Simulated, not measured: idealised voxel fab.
Title: Process Module voxel transistor to metal
Square cells of 5 nm make up the cross-section cut, whose width is 285 nm.
How to read a cross-section here: the picture is a grid of square cells, written as bands going from the top down, and any band can span one or more rows of cells.
It is stipulated that each band's entry specify, in nanometres, the height of the top of the band and then that of its bottom, followed by the materials of the band in left-to-right sequence, each together with its width in nanometres. A single material marked by the word "throughout" is understood to fill the band from edge to edge; the word "air" is understood to denote empty space.
Basically, 0 is our baseline, since under it the wafer straight out of the box is all one material. The bottom band has no lower end and keeps on going down, so it looks like "0 -> down".
Graded width ("30 to 40"): value in top row of band = first number; value in bottom row = second number; row-to-row change constant.
"changes: none" -> step changed no cross-section cell.
"Entrapped void list": sealed empty spaces, 8 cells or more, no open way to top, listed width x height at distance, with distance from the left edge and width, height and distance in nm.
What comes after the settings on a step's line is commentary from the simulator itself on that step.
The line of a step may include "overlay nm". On a step with a mask, this value is how far to the right of its planned place the mask lay. A negative value means the mask lay to the left.
## Planned process steps
- 1: RECEIVE [material Si]
- 2: CONFORMAL_DEP [material SiO2] [thk nm 5]
- 3: CONFORMAL_DEP [material SiN] [thk nm 15]
- 4: PATTERN [tone cover] [mask id ACTIVE] [material resist] [width nm 110] [pitch nm 140] [thk nm 15] [overlay nm 0]
- 5: DIRECTIONAL_ETCH [etch materials SiN] [depth nm 15]
- 6: DIRECTIONAL_ETCH [etch materials SiO2] [depth nm 5]
- 7: DIRECTIONAL_ETCH [etch materials Si] [depth nm 25]
- 8: STRIP [etch materials resist]
- 9: FILL_DEP [material SiO2] [thk nm 15]
- 10: CMP [height nm 20]
- 11: SELECTIVE_ETCH [etch materials SiO2] [depth nm 10]
- 12: STRIP [etch materials SiN]
- 13: SELECTIVE_ETCH [etch materials SiO2] [depth nm 5]
- 14: OXIDIZE [depth nm 5]
- 15: DIRECTIONAL_DEP [material polySi] [thk nm 20]
- 16: DIRECTIONAL_DEP [material SiCN] [thk nm 15]
- 17: MASKED_ETCH [tone cover] [mask id GATE] [width nm 20] [pitch nm 140] [etch materials SiCN] [depth nm 25] [overlay nm 0]
- 18: MASKED_ETCH [tone cover] [mask id GATE] [width nm 20] [pitch nm 140] [etch materials polySi] [depth nm 30] [overlay nm 0]
- 19: CONFORMAL_DEP [material SiN] [thk nm 10]
- 20: DIRECTIONAL_ETCH [etch materials SiN] [depth nm 10]
- 21: DIRECTIONAL_ETCH [etch materials SiO2] [depth nm 5]
- 22: DIRECTIONAL_ETCH [etch materials Si] [depth nm 5]
- 23: EPI [material nSi] [thk nm 10]
- 24: FILL_DEP [material SiO2] [thk nm 5]
- 25: CMP [height nm 35]
- 26: DIRECTIONAL_DEP [material SiO2] [thk nm 15]
- 27: DIRECTIONAL_DEP [material aC] [thk nm 15]
- 28: PATTERN [tone open] [mask id CONTACT] [material resist] [width nm 20] [pitch nm 70] [thk nm 30] [overlay nm 0]
- 29: DIRECTIONAL_ETCH [etch materials aC] [depth nm 15]
- 30: STRIP [etch materials resist]
- 31: DIRECTIONAL_ETCH [etch materials SiO2] [depth nm 50]
- 32: STRIP [etch materials aC]
- 33: CONFORMAL_DEP [material TiN] [thk nm 5]
- 34: FILL_DEP [material Ru] [thk nm 5]
- 35: CMP [height nm 50]
- 36: DIRECTIONAL_DEP [material TiN] [thk nm 5]
- 37: DIRECTIONAL_DEP [material W] [thk nm 25]
- 38: PATTERN [tone cover] [mask id METAL_1] [material resist] [width nm 20] [pitch nm 70] [thk nm 20] [overlay nm 0]
- 39: DIRECTIONAL_ETCH [etch materials W] [depth nm 25]
- 40: DIRECTIONAL_ETCH [etch materials TiN] [depth nm 5]
- 41: STRIP [etch materials resist]
- 42: CONFORMAL_DEP [material SiN] [thk nm 5]
- 43: FILL_DEP [material lowk] [thk nm 5]
- 44: CMP [height nm 80]
- 45: CONFORMAL_DEP [material SiCN] [thk nm 5]
## Of two wafers, the first: run according to plan
## Cross-section of the wafer as it came to us, i.e., already through step 1
  0 -> down  Si throughout
  Entrapped void list: none
## Upon completion of step 2, the wafer appears in cross-section as shown
  5 -> 0  SiO2 throughout
  No changes below 0.
## Upon completion of step 3, the wafer appears in cross-section as shown
  20 -> 5  SiN throughout
  No changes below 5.
## Upon completion of step 4, the wafer appears in cross-section as shown
  35 -> 20  air=15  resist=110  air=30  resist=110  air=20
  No changes below 20.
## Upon completion of step 5, the wafer appears in cross-section as shown
  35 -> 20  air=15  resist=110  air=30  resist=110  air=20
  20 -> 5  air=15  SiN=110  air=30  SiN=110  air=20
  No changes below 5.
## Upon completion of step 6, the wafer appears in cross-section as shown
  35 -> 20  air=15  resist=110  air=30  resist=110  air=20
  20 -> 5  air=15  SiN=110  air=30  SiN=110  air=20
  5 -> 0  air=15  SiO2=110  air=30  SiO2=110  air=20
  No changes below 0.
## Upon completion of step 7, the wafer appears in cross-section as shown
  35 -> 20  air=15  resist=110  air=30  resist=110  air=20
  20 -> 5  air=15  SiN=110  air=30  SiN=110  air=20
  5 -> 0  air=15  SiO2=110  air=30  SiO2=110  air=20
  0 -> -25  air=15  Si=110  air=30  Si=110  air=20
  No changes below -25.
## Upon completion of step 8, the wafer appears in cross-section as shown
  20 -> 5  air=15  SiN=110  air=30  SiN=110  air=20
  No changes below 5.
## Upon completion of step 9, the wafer appears in cross-section as shown
  35 -> 20  SiO2 throughout
  20 -> 5  SiO2=15  SiN=110  SiO2=30  SiN=110  SiO2=20
  5 -> 0  SiO2 throughout
  0 -> -25  SiO2=15  Si=110  SiO2=30  Si=110  SiO2=20
  No changes below -25.
## Upon completion of step 10, the wafer appears in cross-section as shown
  20 -> 5  SiO2=15  SiN=110  SiO2=30  SiN=110  SiO2=20
  No changes below 5.
## Upon completion of step 11, the wafer appears in cross-section as shown
  20 -> 10  air=15  SiN=110  air=30  SiN=110  air=20
  No changes below 10.
## Upon completion of step 12, the wafer appears in cross-section as shown
  10 -> 5  SiO2=15  air=110  SiO2=30  air=110  SiO2=20
  No changes below 5.
## Upon completion of step 13, the wafer appears in cross-section as shown
  5 -> 0  SiO2=10  air=120  SiO2=20  air=120  SiO2=15
  No changes below 0.
## Upon completion of step 14, the wafer appears in cross-section as shown
  5 -> 0  SiO2=10  air=120  SiO2=20  air=120  SiO2=15
  0 -> -5  SiO2 throughout
  No changes below -5.
## Upon completion of step 15, the wafer appears in cross-section as shown
  25 -> 20  polySi=10  air=120  polySi=20  air=120  polySi=15
  20 -> 5  polySi throughout
  5 -> 0  SiO2=10  polySi=120  SiO2=20  polySi=120  SiO2=15
  No changes below 0.
## Upon completion of step 16, the wafer appears in cross-section as shown
  40 -> 35  SiCN=10  air=120  SiCN=20  air=120  SiCN=15
  35 -> 25  SiCN throughout
  25 -> 20  polySi=10  SiCN=120  polySi=20  SiCN=120  polySi=15
  No changes below 20.
## Upon completion of step 17, the wafer appears in cross-section as shown
  35 -> 25  air=60  SiCN=20  air=120  SiCN=20  air=65
  25 -> 20  polySi=10  air=50  SiCN=20  air=50  polySi=20  air=50  SiCN=20  air=50  polySi=15
  No changes below 20.
## Upon completion of step 18, the wafer appears in cross-section as shown
  35 -> 20  air=60  SiCN=20  air=120  SiCN=20  air=65
  20 -> 5  air=60  polySi=20  air=120  polySi=20  air=65
  5 -> 0  SiO2=10  air=50  polySi=20  air=50  SiO2=20  air=50  polySi=20  air=50  SiO2=15
  No changes below 0.
## Upon completion of step 19, the wafer appears in cross-section as shown
  45 -> 35  air=50  SiN=40  air=100  SiN=40  air=55
  35 -> 20  air=50  SiN=10  SiCN=20  SiN=10  air=100  SiN=10  SiCN=20  SiN=10  air=55
  20 -> 15  air=50  SiN=10  polySi=20  SiN=10  air=100  SiN=10  polySi=20  SiN=10  air=55
  15 -> 10  SiN=20  air=30  SiN=10  polySi=20  SiN=10  air=30  SiN=40  air=30  SiN=10  polySi=20  SiN=10  air=30  SiN=25
  10 -> 5  SiN=60  polySi=20  SiN=120  polySi=20  SiN=65
  5 -> 0  SiO2=10  SiN=50  polySi=20  SiN=50  SiO2=20  SiN=50  polySi=20  SiN=50  SiO2=15
  No changes below 0.
## Upon completion of step 20, the wafer appears in cross-section as shown
  35 -> 20  air=50  SiN=10  SiCN=20  SiN=10  air=100  SiN=10  SiCN=20  SiN=10  air=55
  20 -> 5  air=50  SiN=10  polySi=20  SiN=10  air=100  SiN=10  polySi=20  SiN=10  air=55
  5 -> 0  SiO2=10  SiN=10  air=30  SiN=10  polySi=20  SiN=10  air=30  SiN=10  SiO2=20  SiN=10  air=30  SiN=10  polySi=20  SiN=10  air=30  SiN=10  SiO2=15
  No changes below 0.
## Upon completion of step 21, the wafer appears in cross-section as shown
  35 -> 20  air=50  SiN=10  SiCN=20  SiN=10  air=100  SiN=10  SiCN=20  SiN=10  air=55
  20 -> 5  air=50  SiN=10  polySi=20  SiN=10  air=100  SiN=10  polySi=20  SiN=10  air=55
  5 -> 0  air=10  SiN=10  air=30  SiN=10  polySi=20  SiN=10  air=30  SiN=10  air=20  SiN=10  air=30  SiN=10  polySi=20  SiN=10  air=30  SiN=10  air=15
  0 -> -5  SiO2=20  air=30  SiO2=40  air=30  SiO2=40  air=30  SiO2=40  air=30  SiO2=25
  No changes below -5.
## Upon completion of step 22, the wafer appears in cross-section as shown
  35 -> 20  air=50  SiN=10  SiCN=20  SiN=10  air=100  SiN=10  SiCN=20  SiN=10  air=55
  20 -> 5  air=50  SiN=10  polySi=20  SiN=10  air=100  SiN=10  polySi=20  SiN=10  air=55
  5 -> 0  air=10  SiN=10  air=30  SiN=10  polySi=20  SiN=10  air=30  SiN=10  air=20  SiN=10  air=30  SiN=10  polySi=20  SiN=10  air=30  SiN=10  air=15
  0 -> -5  SiO2=20  air=30  SiO2=40  air=30  SiO2=40  air=30  SiO2=40  air=30  SiO2=25
  -5 -> -10  SiO2=15  Si=5  air=30  Si=40  air=30  Si=5  SiO2=30  Si=5  air=30  Si=40  air=30  Si=5  SiO2=20
  No changes below -10.
## Upon completion of step 23, the wafer appears in cross-section as shown
  35 -> 20  air=50  SiN=10  SiCN=20  SiN=10  air=100  SiN=10  SiCN=20  SiN=10  air=55
  20 -> 5  air=50  SiN=10  polySi=20  SiN=10  air=100  SiN=10  polySi=20  SiN=10  air=55
  5 -> 0  air=10  SiN=10  nSi=10  air=10  nSi=10  SiN=10  polySi=20  SiN=10  nSi=10  air=10  nSi=10  SiN=10  air=20  SiN=10  nSi=10  air=10  nSi=10  SiN=10  polySi=20  SiN=10  nSi=10  air=10  nSi=10  SiN=10  air=15
  0 -> -5  SiO2=20  nSi=30  SiO2=40  nSi=30  SiO2=40  nSi=30  SiO2=40  nSi=30  SiO2=25
  -5 -> -10  SiO2=15  Si=5  nSi=30  Si=40  nSi=30  Si=5  SiO2=30  Si=5  nSi=30  Si=40  nSi=30  Si=5  SiO2=20
  No changes below -10.
## Upon completion of step 24, the wafer appears in cross-section as shown
  40 -> 35  SiO2 throughout
  35 -> 20  SiO2=50  SiN=10  SiCN=20  SiN=10  SiO2=100  SiN=10  SiCN=20  SiN=10  SiO2=55
  20 -> 5  SiO2=50  SiN=10  polySi=20  SiN=10  SiO2=100  SiN=10  polySi=20  SiN=10  SiO2=55
  5 -> 0  SiO2=10  SiN=10  nSi=10  SiO2=10  nSi=10  SiN=10  polySi=20  SiN=10  nSi=10  SiO2=10  nSi=10  SiN=10  SiO2=20  SiN=10  nSi=10  SiO2=10  nSi=10  SiN=10  polySi=20  SiN=10  nSi=10  SiO2=10  nSi=10  SiN=10  SiO2=15
  No changes below 0.
## Upon completion of step 25, the wafer appears in cross-section as shown
  35 -> 20  SiO2=50  SiN=10  SiCN=20  SiN=10  SiO2=100  SiN=10  SiCN=20  SiN=10  SiO2=55
  No changes below 20.
## Upon completion of step 26, the wafer appears in cross-section as shown
  50 -> 35  SiO2 throughout
  No changes below 35.
## Upon completion of step 27, the wafer appears in cross-section as shown
  65 -> 50  aC throughout
  No changes below 50.
## Upon completion of step 28, the wafer appears in cross-section as shown
  95 -> 65  resist=25  air=20  resist=50  air=20  resist=50  air=20  resist=50  air=20  resist=30
  No changes below 65.
## Upon completion of step 29, the wafer appears in cross-section as shown
  80 -> 65  resist=25  air=20  resist=50  air=20  resist=50  air=20  resist=50  air=20  resist=30
  65 -> 50  aC=25  air=20  aC=50  air=20  aC=50  air=20  aC=50  air=20  aC=30
  No changes below 50.
## Upon completion of step 30, the wafer appears in cross-section as shown
  65 -> 50  aC=25  air=20  aC=50  air=20  aC=50  air=20  aC=50  air=20  aC=30
  No changes below 50.
## Upon completion of step 31, the wafer appears in cross-section as shown
  65 -> 50  aC=25  air=20  aC=50  air=20  aC=50  air=20  aC=50  air=20  aC=30
  50 -> 35  SiO2=25  air=20  SiO2=50  air=20  SiO2=50  air=20  SiO2=50  air=20  SiO2=30
  35 -> 20  SiO2=25  air=20  SiO2=5  SiN=10  SiCN=20  SiN=10  SiO2=5  air=20  SiO2=50  air=20  SiO2=5  SiN=10  SiCN=20  SiN=10  SiO2=5  air=20  SiO2=30
  20 -> 5  SiO2=25  air=20  SiO2=5  SiN=10  polySi=20  SiN=10  SiO2=5  air=20  SiO2=50  air=20  SiO2=5  SiN=10  polySi=20  SiN=10  SiO2=5  air=20  SiO2=30
  5 -> 0  SiO2=10  SiN=10  nSi=10  air=10  nSi=10  SiN=10  polySi=20  SiN=10  nSi=10  air=10  nSi=10  SiN=10  SiO2=20  SiN=10  nSi=10  air=10  nSi=10  SiN=10  polySi=20  SiN=10  nSi=10  air=10  nSi=10  SiN=10  SiO2=15
  No changes below 0.
## Upon completion of step 32, the wafer appears in cross-section as shown
  50 -> 35  SiO2=25  air=20  SiO2=50  air=20  SiO2=50  air=20  SiO2=50  air=20  SiO2=30
  No changes below 35.
## Upon completion of step 33, the wafer appears in cross-section as shown
  55 -> 50  TiN=30  air=10  TiN=60  air=10  TiN=60  air=10  TiN=60  air=10  TiN=35
  50 -> 35  SiO2=25  TiN=5  air=10  TiN=5  SiO2=50  TiN=5  air=10  TiN=5  SiO2=50  TiN=5  air=10  TiN=5  SiO2=50  TiN=5  air=10  TiN=5  SiO2=30
  35 -> 20  SiO2=25  TiN=5  air=10  TiN=5  SiO2=5  SiN=10  SiCN=20  SiN=10  SiO2=5  TiN=5  air=10  TiN=5  SiO2=50  TiN=5  air=10  TiN=5  SiO2=5  SiN=10  SiCN=20  SiN=10  SiO2=5  TiN=5  air=10  TiN=5  SiO2=30
  20 -> 10  SiO2=25  TiN=5  air=10  TiN=5  SiO2=5  SiN=10  polySi=20  SiN=10  SiO2=5  TiN=5  air=10  TiN=5  SiO2=50  TiN=5  air=10  TiN=5  SiO2=5  SiN=10  polySi=20  SiN=10  SiO2=5  TiN=5  air=10  TiN=5  SiO2=30
  10 -> 5  SiO2=25  TiN=20  SiO2=5  SiN=10  polySi=20  SiN=10  SiO2=5  TiN=20  SiO2=50  TiN=20  SiO2=5  SiN=10  polySi=20  SiN=10  SiO2=5  TiN=20  SiO2=30
  5 -> 0  SiO2=10  SiN=10  nSi=10  TiN=10  nSi=10  SiN=10  polySi=20  SiN=10  nSi=10  TiN=10  nSi=10  SiN=10  SiO2=20  SiN=10  nSi=10  TiN=10  nSi=10  SiN=10  polySi=20  SiN=10  nSi=10  TiN=10  nSi=10  SiN=10  SiO2=15
  No changes below 0.
## Upon completion of step 34, the wafer appears in cross-section as shown
  60 -> 55  Ru throughout
  55 -> 50  TiN=30  Ru=10  TiN=60  Ru=10  TiN=60  Ru=10  TiN=60  Ru=10  TiN=35
  50 -> 35  SiO2=25  TiN=5  Ru=10  TiN=5  SiO2=50  TiN=5  Ru=10  TiN=5  SiO2=50  TiN=5  Ru=10  TiN=5  SiO2=50  TiN=5  Ru=10  TiN=5  SiO2=30
  35 -> 20  SiO2=25  TiN=5  Ru=10  TiN=5  SiO2=5  SiN=10  SiCN=20  SiN=10  SiO2=5  TiN=5  Ru=10  TiN=5  SiO2=50  TiN=5  Ru=10  TiN=5  SiO2=5  SiN=10  SiCN=20  SiN=10  SiO2=5  TiN=5  Ru=10  TiN=5  SiO2=30
  20 -> 10  SiO2=25  TiN=5  Ru=10  TiN=5  SiO2=5  SiN=10  polySi=20  SiN=10  SiO2=5  TiN=5  Ru=10  TiN=5  SiO2=50  TiN=5  Ru=10  TiN=5  SiO2=5  SiN=10  polySi=20  SiN=10  SiO2=5  TiN=5  Ru=10  TiN=5  SiO2=30
  No changes below 10.
## Upon completion of step 35, the wafer appears in cross-section as shown
  50 -> 35  SiO2=25  TiN=5  Ru=10  TiN=5  SiO2=50  TiN=5  Ru=10  TiN=5  SiO2=50  TiN=5  Ru=10  TiN=5  SiO2=50  TiN=5  Ru=10  TiN=5  SiO2=30
  No changes below 35.
## Upon completion of step 36, the wafer appears in cross-section as shown
  55 -> 50  TiN throughout
  No changes below 50.
## Upon completion of step 37, the wafer appears in cross-section as shown
  80 -> 55  W throughout
  No changes below 55.
## Upon completion of step 38, the wafer appears in cross-section as shown
  100 -> 80  air=25  resist=20  air=50  resist=20  air=50  resist=20  air=50  resist=20  air=30
  No changes below 80.
## Upon completion of step 39, the wafer appears in cross-section as shown
  100 -> 80  air=25  resist=20  air=50  resist=20  air=50  resist=20  air=50  resist=20  air=30
  80 -> 55  air=25  W=20  air=50  W=20  air=50  W=20  air=50  W=20  air=30
  No changes below 55.
## Upon completion of step 40, the wafer appears in cross-section as shown
  100 -> 80  air=25  resist=20  air=50  resist=20  air=50  resist=20  air=50  resist=20  air=30
  80 -> 55  air=25  W=20  air=50  W=20  air=50  W=20  air=50  W=20  air=30
  55 -> 50  air=25  TiN=20  air=50  TiN=20  air=50  TiN=20  air=50  TiN=20  air=30
  No changes below 50.
## Upon completion of step 41, the wafer appears in cross-section as shown
  80 -> 55  air=25  W=20  air=50  W=20  air=50  W=20  air=50  W=20  air=30
  No changes below 55.
## Upon completion of step 42, the wafer appears in cross-section as shown
  85 -> 80  air=20  SiN=30  air=40  SiN=30  air=40  SiN=30  air=40  SiN=30  air=25
  80 -> 55  air=20  SiN=5  W=20  SiN=5  air=40  SiN=5  W=20  SiN=5  air=40  SiN=5  W=20  SiN=5  air=40  SiN=5  W=20  SiN=5  air=25
  55 -> 50  SiN=25  TiN=20  SiN=50  TiN=20  SiN=50  TiN=20  SiN=50  TiN=20  SiN=30
  No changes below 50.
## Upon completion of step 43, the wafer appears in cross-section as shown
  90 -> 85  lowk throughout
  85 -> 80  lowk=20  SiN=30  lowk=40  SiN=30  lowk=40  SiN=30  lowk=40  SiN=30  lowk=25
  80 -> 55  lowk=20  SiN=5  W=20  SiN=5  lowk=40  SiN=5  W=20  SiN=5  lowk=40  SiN=5  W=20  SiN=5  lowk=40  SiN=5  W=20  SiN=5  lowk=25
  No changes below 55.
## Upon completion of step 44, the wafer appears in cross-section as shown
  80 -> 55  lowk=20  SiN=5  W=20  SiN=5  lowk=40  SiN=5  W=20  SiN=5  lowk=40  SiN=5  W=20  SiN=5  lowk=40  SiN=5  W=20  SiN=5  lowk=25
  No changes below 55.
## Upon completion of step 45, the wafer appears in cross-section as shown
  85 -> 80  SiCN throughout
  No changes below 80.
## It is to be noted that the second wafer proceeded from the same initial state and according to the same plan as the first, although one mistake was committed in its execution; through step 27, inclusive, the two wafers share an identical history
## Cross-section of the second wafer at the time step 28 of the plan should have ended
  95 -> 65  air=25  resist=20  air=50  resist=20  air=50  resist=20  air=50  resist=20  air=30
  No changes below 65.
## Cross-section of the second wafer at the time step 29 of the plan should have ended
  80 -> 65  air=25  resist=20  air=50  resist=20  air=50  resist=20  air=50  resist=20  air=30
  65 -> 50  air=25  aC=20  air=50  aC=20  air=50  aC=20  air=50  aC=20  air=30
  No changes below 50.
## Cross-section of the second wafer at the time step 30 of the plan should have ended
  65 -> 50  air=25  aC=20  air=50  aC=20  air=50  aC=20  air=50  aC=20  air=30
  No changes below 50.
## Cross-section of the second wafer at the time step 31 of the plan should have ended
  65 -> 50  air=25  aC=20  air=50  aC=20  air=50  aC=20  air=50  aC=20  air=30
  50 -> 35  air=25  SiO2=20  air=50  SiO2=20  air=50  SiO2=20  air=50  SiO2=20  air=30
  35 -> 20  air=25  SiO2=20  air=5  SiN=10  SiCN=20  SiN=10  air=5  SiO2=20  air=50  SiO2=20  air=5  SiN=10  SiCN=20  SiN=10  air=5  SiO2=20  air=30
  20 -> 5  air=25  SiO2=20  air=5  SiN=10  polySi=20  SiN=10  air=5  SiO2=20  air=50  SiO2=20  air=5  SiN=10  polySi=20  SiN=10  air=5  SiO2=20  air=30
  5 -> 0  air=10  SiN=10  nSi=10  SiO2=10  nSi=10  SiN=10  polySi=20  SiN=10  nSi=10  SiO2=10  nSi=10  SiN=10  air=20  SiN=10  nSi=10  SiO2=10  nSi=10  SiN=10  polySi=20  SiN=10  nSi=10  SiO2=10  nSi=10  SiN=10  air=15
  No changes below 0.
## Cross-section of the second wafer at the time step 32 of the plan should have ended
  50 -> 35  air=25  SiO2=20  air=50  SiO2=20  air=50  SiO2=20  air=50  SiO2=20  air=30
  No changes below 35.
## Cross-section of the second wafer at the time step 33 of the plan should have ended
  55 -> 50  air=20  TiN=30  air=40  TiN=30  air=40  TiN=30  air=40  TiN=30  air=25
  50 -> 40  air=20  TiN=5  SiO2=20  TiN=5  air=40  TiN=5  SiO2=20  TiN=5  air=40  TiN=5  SiO2=20  TiN=5  air=40  TiN=5  SiO2=20  TiN=5  air=25
  40 -> 35  air=20  TiN=5  SiO2=20  TiN=50  SiO2=20  TiN=5  air=40  TiN=5  SiO2=20  TiN=50  SiO2=20  TiN=5  air=25
  35 -> 20  air=20  TiN=5  SiO2=20  TiN=5  SiN=10  SiCN=20  SiN=10  TiN=5  SiO2=20  TiN=5  air=40  TiN=5  SiO2=20  TiN=5  SiN=10  SiCN=20  SiN=10  TiN=5  SiO2=20  TiN=5  air=25
  20 -> 10  air=20  TiN=5  SiO2=20  TiN=5  SiN=10  polySi=20  SiN=10  TiN=5  SiO2=20  TiN=5  air=40  TiN=5  SiO2=20  TiN=5  SiN=10  polySi=20  SiN=10  TiN=5  SiO2=20  TiN=5  air=25
  10 -> 5  air=5  TiN=20  SiO2=20  TiN=5  SiN=10  polySi=20  SiN=10  TiN=5  SiO2=20  TiN=20  air=10  TiN=20  SiO2=20  TiN=5  SiN=10  polySi=20  SiN=10  TiN=5  SiO2=20  TiN=20  air=10
  5 -> 0  TiN=10  SiN=10  nSi=10  SiO2=10  nSi=10  SiN=10  polySi=20  SiN=10  nSi=10  SiO2=10  nSi=10  SiN=10  TiN=20  SiN=10  nSi=10  SiO2=10  nSi=10  SiN=10  polySi=20  SiN=10  nSi=10  SiO2=10  nSi=10  SiN=10  TiN=15
  No changes below 0.
## Cross-section of the second wafer at the time step 34 of the plan should have ended
  60 -> 55  Ru throughout
  55 -> 50  Ru=20  TiN=30  Ru=40  TiN=30  Ru=40  TiN=30  Ru=40  TiN=30  Ru=25
  50 -> 40  Ru=20  TiN=5  SiO2=20  TiN=5  Ru=40  TiN=5  SiO2=20  TiN=5  Ru=40  TiN=5  SiO2=20  TiN=5  Ru=40  TiN=5  SiO2=20  TiN=5  Ru=25
  40 -> 35  Ru=20  TiN=5  SiO2=20  TiN=50  SiO2=20  TiN=5  Ru=40  TiN=5  SiO2=20  TiN=50  SiO2=20  TiN=5  Ru=25
  35 -> 20  Ru=20  TiN=5  SiO2=20  TiN=5  SiN=10  SiCN=20  SiN=10  TiN=5  SiO2=20  TiN=5  Ru=40  TiN=5  SiO2=20  TiN=5  SiN=10  SiCN=20  SiN=10  TiN=5  SiO2=20  TiN=5  Ru=25
  20 -> 10  Ru=20  TiN=5  SiO2=20  TiN=5  SiN=10  polySi=20  SiN=10  TiN=5  SiO2=20  TiN=5  Ru=40  TiN=5  SiO2=20  TiN=5  SiN=10  polySi=20  SiN=10  TiN=5  SiO2=20  TiN=5  Ru=25
  10 -> 5  Ru=5  TiN=20  SiO2=20  TiN=5  SiN=10  polySi=20  SiN=10  TiN=5  SiO2=20  TiN=20  Ru=10  TiN=20  SiO2=20  TiN=5  SiN=10  polySi=20  SiN=10  TiN=5  SiO2=20  TiN=20  Ru=10
  No changes below 5.
## Cross-section of the second wafer at the time step 35 of the plan should have ended
  50 -> 40  Ru=20  TiN=5  SiO2=20  TiN=5  Ru=40  TiN=5  SiO2=20  TiN=5  Ru=40  TiN=5  SiO2=20  TiN=5  Ru=40  TiN=5  SiO2=20  TiN=5  Ru=25
  No changes below 40.
## Cross-section of the second wafer at the time step 36 of the plan should have ended
  55 -> 50  TiN throughout
  No changes below 50.
## Cross-section of the second wafer at the time step 37 of the plan should have ended
  80 -> 55  W throughout
  No changes below 55.
## Cross-section of the second wafer at the time step 38 of the plan should have ended
  100 -> 80  air=25  resist=20  air=50  resist=20  air=50  resist=20  air=50  resist=20  air=30
  No changes below 80.
## Cross-section of the second wafer at the time step 39 of the plan should have ended
  100 -> 80  air=25  resist=20  air=50  resist=20  air=50  resist=20  air=50  resist=20  air=30
  80 -> 55  air=25  W=20  air=50  W=20  air=50  W=20  air=50  W=20  air=30
  No changes below 55.
## Cross-section of the second wafer at the time step 40 of the plan should have ended
  100 -> 80  air=25  resist=20  air=50  resist=20  air=50  resist=20  air=50  resist=20  air=30
  80 -> 55  air=25  W=20  air=50  W=20  air=50  W=20  air=50  W=20  air=30
  55 -> 50  air=25  TiN=20  air=50  TiN=20  air=50  TiN=20  air=50  TiN=20  air=30
  No changes below 50.
## Cross-section of the second wafer at the time step 41 of the plan should have ended
  80 -> 55  air=25  W=20  air=50  W=20  air=50  W=20  air=50  W=20  air=30
  No changes below 55.
## Cross-section of the second wafer at the time step 42 of the plan should have ended
  85 -> 80  air=20  SiN=30  air=40  SiN=30  air=40  SiN=30  air=40  SiN=30  air=25
  80 -> 55  air=20  SiN=5  W=20  SiN=5  air=40  SiN=5  W=20  SiN=5  air=40  SiN=5  W=20  SiN=5  air=40  SiN=5  W=20  SiN=5  air=25
  55 -> 50  SiN=25  TiN=20  SiN=50  TiN=20  SiN=50  TiN=20  SiN=50  TiN=20  SiN=30
  No changes below 50.
## Cross-section of the second wafer at the time step 43 of the plan should have ended
  90 -> 85  lowk throughout
  85 -> 80  lowk=20  SiN=30  lowk=40  SiN=30  lowk=40  SiN=30  lowk=40  SiN=30  lowk=25
  80 -> 55  lowk=20  SiN=5  W=20  SiN=5  lowk=40  SiN=5  W=20  SiN=5  lowk=40  SiN=5  W=20  SiN=5  lowk=40  SiN=5  W=20  SiN=5  lowk=25
  No changes below 55.
## Cross-section of the second wafer at the time step 44 of the plan should have ended
  80 -> 55  lowk=20  SiN=5  W=20  SiN=5  lowk=40  SiN=5  W=20  SiN=5  lowk=40  SiN=5  W=20  SiN=5  lowk=40  SiN=5  W=20  SiN=5  lowk=25
  No changes below 55.
## Cross-section of the second wafer at the time step 45 of the plan should have ended
  85 -> 80  SiCN throughout
  No changes below 80.
Short version of what went wrong: step 28 changed vs plan, executed as PATTERN [tone cover] [mask id CONTACT] [material resist] [width nm 20] [pitch nm 70] [thk nm 30] [overlay nm 0]
Final difference in cells, second wafer against first, listed per material as more or fewer: +109 Ru, -130 SiO2, +21 TiN
